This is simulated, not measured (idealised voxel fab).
Proc. module: voxel trench capacitor
Cross-section cut spans 175 nm and uses square cells 5 nm in size.
A cross-section is written here as square cells arranged in a grid, and it is given in bands from the top down, each band taking up one or more rows of cells.
Band: top height; bottom height; in nm. Then, left to right: material with width in nm, for each material. "full width": a single material spanning edge to edge. "empty": empty space.
Heads up on the height convention: 0 is the point under which the incoming wafer is all one material, and the lowest band has no bottom, it just keeps going down, like "0 nm and below".
The width entry "30..40" should be interpreted row by row: the top row of cells in the band takes the first number, the bottom row takes the second number, and the change between adjacent rows is uniform throughout.
Reading "remains unaltered" for a step: not a cell of the cross-section changed in it.
"Voids, fully enclosed" contains a list of empty spaces, each no smaller than 8 cells and without an open way to the top, written in the form width x height at distance with the distance from the left edge and all three in nm.
On a step's line, text after the settings is the simulator commenting on that step.
A step's line can hold "overlay nm"; with a mask on that step, the setting says how far right of the planned place the mask lay, while a negative setting says it lay to the left.
Note on reading: below, each pair holds a cross-section from before one process step and one from after it; the one from after shows only down to the lowest band that changed. Beneath the pair, the step in between is stated along with its settings. The pairs can stem from different runs of this module on the same starting wafer. Where a pair's entry headed "State before" says so, and only there, that pair continues from the pair above it.
[State before]
    15 nm to 10 nm = Al2O3 (60) | empty (15) | Al2O3 (40) | empty (15) | Al2O3 (45)
    10 nm to 0 nm = SiN (55) | Al2O3 (5) | empty (15) | Al2O3 (5) | SiN (30) | Al2O3 (5) | empty (15) | Al2O3 (5) | SiN (40)
    0 nm to -20 nm = Si (55) | Al2O3 (5) | empty (15) | Al2O3 (5) | Si (30) | Al2O3 (5) | empty (15) | Al2O3 (5) | Si (40)
    -20 nm to -25 nm = Si (55) | Al2O3 (25) | Si (30) | Al2O3 (25) | Si (40)
    -25 nm and below = Si full width
    Voids, fully enclosed: none
[Section, Post-Step]
    20 nm to 15 nm = TiN (65) | empty (5) | TiN (50) | empty (5) | TiN (50)
    15 nm to 10 nm = Al2O3 (60) | TiN (5) | empty (5) | TiN (5) | Al2O3 (40) | TiN (5) | empty (5) | TiN (5) | Al2O3 (45)
    10 nm to 0 nm = SiN (55) | Al2O3 (5) | TiN (5) | empty (5) | TiN (5) | Al2O3 (5) | SiN (30) | Al2O3 (5) | TiN (5) | empty (5) | TiN (5) | Al2O3 (5) | SiN (40)
    0 nm to -15 nm = Si (55) | Al2O3 (5) | TiN (5) | empty (5) | TiN (5) | Al2O3 (5) | Si (30) | Al2O3 (5) | TiN (5) | empty (5) | TiN (5) | Al2O3 (5) | Si (40)
    -15 nm to -20 nm = Si (55) | Al2O3 (5) | TiN (15) | Al2O3 (5) | Si (30) | Al2O3 (5) | TiN (15) | Al2O3 (5) | Si (40)
    Anything lower than -20 is untouched.
    Voids, fully enclosed: none
Can you say which step sits between the two cross-sections above? op CONFORMAL_DEP | material TiN | thk nm 5
State before: The pre-step condition corresponds to the post-step cross-section depicted in the pair directly above.
[Section, Post-Step]
    30 nm to 20 nm = W full width
    20 nm to 15 nm = TiN (65) | W (5) | TiN (50) | W (5) | TiN (50)
    15 nm to 10 nm = Al2O3 (60) | TiN (5) | W (5) | TiN (5) | Al2O3 (40) | TiN (5) | W (5) | TiN (5) | Al2O3 (45)
    10 nm to 0 nm = SiN (55) | Al2O3 (5) | TiN (5) | W (5) | TiN (5) | Al2O3 (5) | SiN (30) | Al2O3 (5) | TiN (5) | W (5) | TiN (5) | Al2O3 (5) | SiN (40)
    0 nm to -15 nm = Si (55) | Al2O3 (5) | TiN (5) | W (5) | TiN (5) | Al2O3 (5) | Si (30) | Al2O3 (5) | TiN (5) | W (5) | TiN (5) | Al2O3 (5) | Si (40)
    Anything lower than -15 is untouched.
    Voids, fully enclosed: none
Can you say which step sits between the two cross-sections above? op FILL_DEP | material W | thk nm 10
State before: The pre-step condition corresponds to the post-step cross-section depicted in the pair directly above.
[Section, Post-Step]
    10 nm to 0 nm = SiN (55) | Al2O3 (5) | TiN (5) | W (5) | TiN (5) | Al2O3 (5) | SiN (30) | Al2O3 (5) | TiN (5) | W (5) | TiN (5) | Al2O3 (5) | SiN (40)
    Anything lower than 0 is untouched.
    Voids, fully enclosed: none
Can you say which step sits between the two cross-sections above? op CMP | height nm 10
[State before]
    0 nm and below = Si full width
    Voids, fully enclosed: none
[Section, Post-Step]
    10 nm to 0 nm = Al2O3 full width
    Anything lower than 0 is untouched.
    Voids, fully enclosed: none
Can you say which step sits between the two cross-sections above? op CONFORMAL_DEP | material Al2O3 | thk nm 10
State before: The pre-step condition corresponds to the post-step cross-section depicted in the pair directly above.
[Section, Post-Step]
    25 nm to 10 nm = aC full width
    Anything lower than 10 is untouched.
    Voids, fully enclosed: none
Can you say which step sits between the two cross-sections above? op DIRECTIONAL_DEP | material aC | thk nm 15
State before: The pre-step condition corresponds to the post-step cross-section depicted in the pair directly above.
[Section, Post-Step]
    60 nm to 25 nm = resist (45) | empty (25) | resist (30) | empty (25) | resist (50)
    Anything lower than 25 is untouched.
    Voids, fully enclosed: none
Can you say which step sits between the two cross-sections above? op PATTERN | tone open | mask id TRENCH | material resist | width nm 25 | pitch nm 55 | thk nm 35 | overlay nm 0
State before: The pre-step condition corresponds to the post-step cross-section depicted in the pair directly above.
[Section, Post-Step]
    45 nm to 25 nm = resist (45) | empty (25) | resist (30) | empty (25) | resist (50)
    25 nm to 10 nm = aC (45) | empty (25) | aC (30) | empty (25) | aC (50)
    Anything lower than 10 is untouched.
    Voids, fully enclosed: none
Can you say which step sits between the two cross-sections above? op DIRECTIONAL_ETCH | etch materials aC | depth nm 15
State before: The pre-step condition corresponds to the post-step cross-section depicted in the pair directly above.
[Section, Post-Step]
    25 nm to 10 nm = aC (45) | empty (25) | aC (30) | empty (25) | aC (50)
    Anything lower than 10 is untouched.
    Voids, fully enclosed: none
Can you say which step sits between the two cross-sections above? op STRIP | etch materials resist
State before: The pre-step condition corresponds to the post-step cross-section depicted in the pair directly above.
[Section, Post-Step]
    10 nm to 0 nm = Al2O3 full width
    Anything lower than 0 is untouched.
    Voids, fully enclosed: none
Can you say which step sits between the two cross-sections above? op STRIP | etch materials aC
State before: The pre-step condition corresponds to the post-step cross-section depicted in the pair directly above.
[Section, Post-Step]
    15 nm to 0 nm = Al2O3 full width
    Anything lower than 0 is untouched.
    Voids, fully enclosed: none
Can you say which step sits between the two cross-sections above? op CONFORMAL_DEP | material Al2O3 | thk nm 5
State before: The pre-step condition corresponds to the post-step cross-section depicted in the pair directly above.
[Section, Post-Step]
    20 nm to 15 nm = TiN full width
    Anything lower than 15 is untouched.
    Voids, fully enclosed: none
Can you say which step sits between the two cross-sections above? op CONFORMAL_DEP | material TiN | thk nm 5
State before: The pre-step condition corresponds to the post-step cross-section depicted in the pair directly above.
[Section, Post-Step]
    30 nm to 20 nm = W full width
    Anything lower than 20 is untouched.
    Voids, fully enclosed: none
Can you say which step sits between the two cross-sections above? op FILL_DEP | material W | thk nm 10
State before: The pre-step condition corresponds to the post-step cross-section depicted in the pair directly above.
[Section, Post-Step]
    10 nm to 0 nm = Al2O3 full width
    Anything lower than 0 is untouched.
    Voids, fully enclosed: none
Can you say which step sits between the two cross-sections above? op CMP | height nm 10
[State before]
    25 nm to 10 nm = aC full width
    10 nm to 0 nm = SiN full width
    0 nm and below = Si full width
    Voids, fully enclosed: none
[Section, Post-Step]
    60 nm to 25 nm = empty (45) | resist (25) | empty (30) | resist (25) | empty (50)
    Anything lower than 25 is untouched.
    Voids, fully enclosed: none
Can you say which step sits between the two cross-sections above? op PATTERN | tone cover | mask id TRENCH | material resist | width nm 25 | pitch nm 55 | thk nm 35 | overlay nm 0
State before: The pre-step condition corresponds to the post-step cross-section depicted in the pair directly above.
[Section, Post-Step]
    45 nm to 25 nm = empty (45) | resist (25) | empty (30) | resist (25) | empty (50)
    25 nm to 10 nm = empty (45) | aC (25) | empty (30) | aC (25) | empty (50)
    Anything lower than 10 is untouched.
    Voids, fully enclosed: none
Can you say which step sits between the two cross-sections above? op DIRECTIONAL_ETCH | etch materials aC | depth nm 15
State before: The pre-step condition corresponds to the post-step cross-section depicted in the pair directly above.
[Section, Post-Step]
    25 nm to 10 nm = empty (45) | aC (25) | empty (30) | aC (25) | empty (50)
    Anything lower than 10 is untouched.
    Voids, fully enclosed: none
Can you say which step sits between the two cross-sections above? op STRIP | etch materials resist
State before: The pre-step condition corresponds to the post-step cross-section depicted in the pair directly above.
[Section, Post-Step]
    25 nm to 10 nm = empty (45) | aC (25) | empty (30) | aC (25) | empty (50)
    10 nm to 0 nm = empty (45) | SiN (25) | empty (30) | SiN (25) | empty (50)
    Anything lower than 0 is untouched.
    Voids, fully enclosed: none
Can you say which step sits between the two cross-sections above? op DIRECTIONAL_ETCH | etch materials SiN | depth nm 10
State before: The pre-step condition corresponds to the post-step cross-section depicted in the pair directly above.
[Section, Post-Step]
    25 nm to 10 nm = empty (45) | aC (25) | empty (30) | aC (25) | empty (50)
    10 nm to 0 nm = empty (45) | SiN (25) | empty (30) | SiN (25) | empty (50)
    0 nm to -25 nm = empty (45) | Si (25) | empty (30) | Si (25) | empty (50)
    Anything lower than -25 is untouched.
    Voids, fully enclosed: none
Can you say which step sits between the two cross-sections above? op DIRECTIONAL_ETCH | etch materials Si | depth nm 25
State before: The pre-step condition corresponds to the post-step cross-section depicted in the pair directly above.
[Section, Post-Step]
    10 nm to 0 nm = empty (45) | SiN (25) | empty (30) | SiN (25) | empty (50)
    Anything lower than 0 is untouched.
    Voids, fully enclosed: none
Can you say which step sits between the two cross-sections above? op STRIP | etch materials aC
State before: The pre-step condition corresponds to the post-step cross-section depicted in the pair directly above.
[Section, Post-Step]
    15 nm to 10 nm = empty (40) | Al2O3 (35) | empty (20) | Al2O3 (35) | empty (45)
    10 nm to 0 nm = empty (40) | Al2O3 (5) | SiN (25) | Al2O3 (5) | empty (20) | Al2O3 (5) | SiN (25) | Al2O3 (5) | empty (45)
    0 nm to -20 nm = empty (40) | Al2O3 (5) | Si (25) | Al2O3 (5) | empty (20) | Al2O3 (5) | Si (25) | Al2O3 (5) | empty (45)
    -20 nm to -25 nm = Al2O3 (45) | Si (25) | Al2O3 (30) | Si (25) | Al2O3 (50)
    Anything lower than -25 is untouched.
    Voids, fully enclosed: none
Can you say which step sits between the two cross-sections above? op CONFORMAL_DEP | material Al2O3 | thk nm 5
State before: The pre-step condition corresponds to the post-step cross-section depicted in the pair directly above.
[Section, Post-Step]
    20 nm to 15 nm = empty (35) | TiN (45) | empty (10) | TiN (45) | empty (40)
    15 nm to 10 nm = empty (35) | TiN (5) | Al2O3 (35) | TiN (5) | empty (10) | TiN (5) | Al2O3 (35) | TiN (5) | empty (40)
    10 nm to 0 nm = empty (35) | TiN (5) | Al2O3 (5) | SiN (25) | Al2O3 (5) | TiN (5) | empty (10) | TiN (5) | Al2O3 (5) | SiN (25) | Al2O3 (5) | TiN (5) | empty (40)
    0 nm to -15 nm = empty (35) | TiN (5) | Al2O3 (5) | Si (25) | Al2O3 (5) | TiN (5) | empty (10) | TiN (5) | Al2O3 (5) | Si (25) | Al2O3 (5) | TiN (5) | empty (40)
    -15 nm to -20 nm = TiN (40) | Al2O3 (5) | Si (25) | Al2O3 (5) | TiN (20) | Al2O3 (5) | Si (25) | Al2O3 (5) | TiN (45)
    Anything lower than -20 is untouched.
    Voids, fully enclosed: none
Can you say which step sits between the two cross-sections above? op CONFORMAL_DEP | material TiN | thk nm 5
State before: The pre-step condition corresponds to the post-step cross-section depicted in the pair directly above.
[Section, Post-Step]
    30 nm to 20 nm = W full width
    20 nm to 15 nm = W (35) | TiN (45) | W (10) | TiN (45) | W (40)
    15 nm to 10 nm = W (35) | TiN (5) | Al2O3 (35) | TiN (5) | W (10) | TiN (5) | Al2O3 (35) | TiN (5) | W (40)
    10 nm to 0 nm = W (35) | TiN (5) | Al2O3 (5) | SiN (25) | Al2O3 (5) | TiN (5) | W (10) | TiN (5) | Al2O3 (5) | SiN (25) | Al2O3 (5) | TiN (5) | W (40)
    0 nm to -15 nm = W (35) | TiN (5) | Al2O3 (5) | Si (25) | Al2O3 (5) | TiN (5) | W (10) | TiN (5) | Al2O3 (5) | Si (25) | Al2O3 (5) | TiN (5) | W (40)
    Anything lower than -15 is untouched.
    Voids, fully enclosed: none
Can you say which step sits between the two cross-sections above? op FILL_DEP | material W | thk nm 10
State before: The pre-step condition corresponds to the post-step cross-section depicted in the pair directly above.
[Section, Post-Step]
    10 nm to 0 nm = W (35) | TiN (5) | Al2O3 (5) | SiN (25) | Al2O3 (5) | TiN (5) | W (10) | TiN (5) | Al2O3 (5) | SiN (25) | Al2O3 (5) | TiN (5) | W (40)
    Anything lower than 0 is untouched.
    Voids, fully enclosed: none
Can you say which step sits between the two cross-sections above? op CMP | height nm 10
